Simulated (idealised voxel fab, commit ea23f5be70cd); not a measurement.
This is a process module. Its name is voxel ribs on slabs.
The figure presents cross-section cut, which has a width of 155 nm and is divided into square cells with an edge length of 5 nm.
This document writes a cross-section as a grid whose cells are square, and gives it as bands, listed from the top down; one or more rows of cells form a band. A band entry consists of two parts. The first gives the height of the band's top and the height of its bottom, in nm. The rest lists the band's materials from left to right, each with its width in nm. A single material labelled with the word "full width" fills the band from edge to edge, and the word "empty" marks empty space. Height datum 0, below which the as-received substrate wafer is one material. Lowest band open at the bottom, running downward: "0..down". Width: "30..40" (first number = top row, second number = bottom row, same change from row to row of cells). For the purposes of this document, the phrase "everything unchanged" attached to a step denotes that no cell within the cross-section was modified by that step. "Voids lacking openings" - sealed voids, min. 8 cells, no opening to top; format: width x height at distance (distance from left edge; nm throughout). Text after the settings on a step's line: the simulator's own remark on that step. The optional step-line setting "overlay nm" applies to steps with a mask and quantifies how far to the right of its planned location the mask lay, a negative value indicating leftward placement.
STEPS PLANNED FOR THE PROCESS
| 1 | RECEIVE (material Si) |
| 2 | DIRECTIONAL_DEP (material SiO2; thk nm 20) |
| 3 | DIRECTIONAL_DEP (material polySi; thk nm 25) |
| 4 | MASKED_ETCH (tone cover; mask id RIB; width nm 20; etch materials polySi; depth nm 20; overlay nm 0) |
| 5 | MASKED_ETCH (tone cover; mask id SLAB; width nm 70; etch materials polySi; depth nm 5; overlay nm 0) |
| 6 | FILL_DEP (material SiO2; thk nm 20) |
| 7 | CMP (height nm 55) |
| 8 | DIRECTIONAL_DEP (material TiN; thk nm 10) |
| 9 | PATTERN (tone cover; mask id HEATER; material resist; width nm 30; thk nm 20; overlay nm 0) |
| 10 | DIRECTIONAL_ETCH (etch materials TiN; depth nm 10) |
| 11 | STRIP (etch materials resist) |
| 12 | CONFORMAL_DEP (material SiO2; thk nm 5) |
THE FIRST OF A SET OF TWO WAFERS, RUN TO PLAN
SHOWN IN CROSS-SECTION IS THE WAFER AS RECEIVED, THAT IS, AS IT STANDS AFTER STEP 1
- 0..down: Si full width
- Voids lacking openings: none
STEP 2 COMPLETE: CROSS-SECTION THROUGH THE WAFER
- 20..0: SiO2 full width
- Rest of section, below 0: as before.
STEP 3 COMPLETE: CROSS-SECTION THROUGH THE WAFER
- 45..20: polySi full width
- Rest of section, below 20: as before.
STEP 4 COMPLETE: CROSS-SECTION THROUGH THE WAFER
- 45..25: 65 empty  20 polySi  70 empty
- Rest of section, below 25: as before.
STEP 5 COMPLETE: CROSS-SECTION THROUGH THE WAFER
- 45..25: 65 empty  20 polySi  70 empty
- 25..20: 40 empty  70 polySi  45 empty
- Rest of section, below 20: as before.
STEP 6 COMPLETE: CROSS-SECTION THROUGH THE WAFER
- 65..45: SiO2 full width
- 45..25: 65 SiO2  20 polySi  70 SiO2
- 25..20: 40 SiO2  70 polySi  45 SiO2
- Rest of section, below 20: as before.
STEP 7 COMPLETE: CROSS-SECTION THROUGH THE WAFER
- 55..45: SiO2 full width
- Rest of section, below 45: as before.
STEP 8 COMPLETE: CROSS-SECTION THROUGH THE WAFER
- 65..55: TiN full width
- Rest of section, below 55: as before.
STEP 9 COMPLETE: CROSS-SECTION THROUGH THE WAFER
- 85..65: 60 empty  30 resist  65 empty
- Rest of section, below 65: as before.
STEP 10 COMPLETE: CROSS-SECTION THROUGH THE WAFER
- 85..65: 60 empty  30 resist  65 empty
- 65..55: 60 empty  30 TiN  65 empty
- Rest of section, below 55: as before.
STEP 11 COMPLETE: CROSS-SECTION THROUGH THE WAFER
- 65..55: 60 empty  30 TiN  65 empty
- Rest of section, below 55: as before.
STEP 12 COMPLETE: CROSS-SECTION THROUGH THE WAFER
- 70..65: 55 empty  40 SiO2  60 empty
- 65..60: 55 empty  5 SiO2  30 TiN  5 SiO2  60 empty
- 60..55: 60 SiO2  30 TiN  65 SiO2
- Rest of section, below 55: as before.
THE REMAINING WAFER, SECOND OF THE TWO, STARTED LIKE THE FIRST AND WAS RUN TO THE SAME PLAN, EXCEPT THAT ONE MISTAKE WAS MADE ALONG THE WAY; THE TWO COINCIDE THROUGH STEP 1, INCLUSIVE
CROSS-SECTIONAL REPRESENTATION OF THE SECOND WAFER AT THE TIME DESIGNATED IN THE PLAN FOR THE COMPLETION OF STEP 2
- 25..0: polySi full width
- Rest of section, below 0: as before.
CROSS-SECTIONAL REPRESENTATION OF THE SECOND WAFER AT THE TIME DESIGNATED IN THE PLAN FOR THE COMPLETION OF STEP 3
- 45..25: SiO2 full width
- Rest of section, below 25: as before.
Cross-sectional representation of the second wafer at the time designated in the plan for the completion of step 4: everything unchanged
Cross-sectional representation of the second wafer at the time designated in the plan for the completion of step 5: everything unchanged
CROSS-SECTIONAL REPRESENTATION OF THE SECOND WAFER AT THE TIME DESIGNATED IN THE PLAN FOR THE COMPLETION OF STEP 6
- 65..25: SiO2 full width
- Rest of section, below 25: as before.
CROSS-SECTIONAL REPRESENTATION OF THE SECOND WAFER AT THE TIME DESIGNATED IN THE PLAN FOR THE COMPLETION OF STEP 7
- 55..25: SiO2 full width
- Rest of section, below 25: as before.
CROSS-SECTIONAL REPRESENTATION OF THE SECOND WAFER AT THE TIME DESIGNATED IN THE PLAN FOR THE COMPLETION OF STEP 8
- 65..55: TiN full width
- Rest of section, below 55: as before.
CROSS-SECTIONAL REPRESENTATION OF THE SECOND WAFER AT THE TIME DESIGNATED IN THE PLAN FOR THE COMPLETION OF STEP 9
- 85..65: 60 empty  30 resist  65 empty
- Rest of section, below 65: as before.
CROSS-SECTIONAL REPRESENTATION OF THE SECOND WAFER AT THE TIME DESIGNATED IN THE PLAN FOR THE COMPLETION OF STEP 10
- 85..65: 60 empty  30 resist  65 empty
- 65..55: 60 empty  30 TiN  65 empty
- Rest of section, below 55: as before.
CROSS-SECTIONAL REPRESENTATION OF THE SECOND WAFER AT THE TIME DESIGNATED IN THE PLAN FOR THE COMPLETION OF STEP 11
- 65..55: 60 empty  30 TiN  65 empty
- Rest of section, below 55: as before.
CROSS-SECTIONAL REPRESENTATION OF THE SECOND WAFER AT THE TIME DESIGNATED IN THE PLAN FOR THE COMPLETION OF STEP 12
- 70..65: 55 empty  40 SiO2  60 empty
- 65..60: 55 empty  5 SiO2  30 TiN  5 SiO2  60 empty
- 60..55: 60 SiO2  30 TiN  65 SiO2
- Rest of section, below 55: as before.
Nonconformance to the process plan: ran 2 and 3 in swapped order versus the plan
Upon completion, the second wafer contains, in terms of cells, a greater or smaller amount of certain materials than the first wafer: SiO2 -125; polySi +125
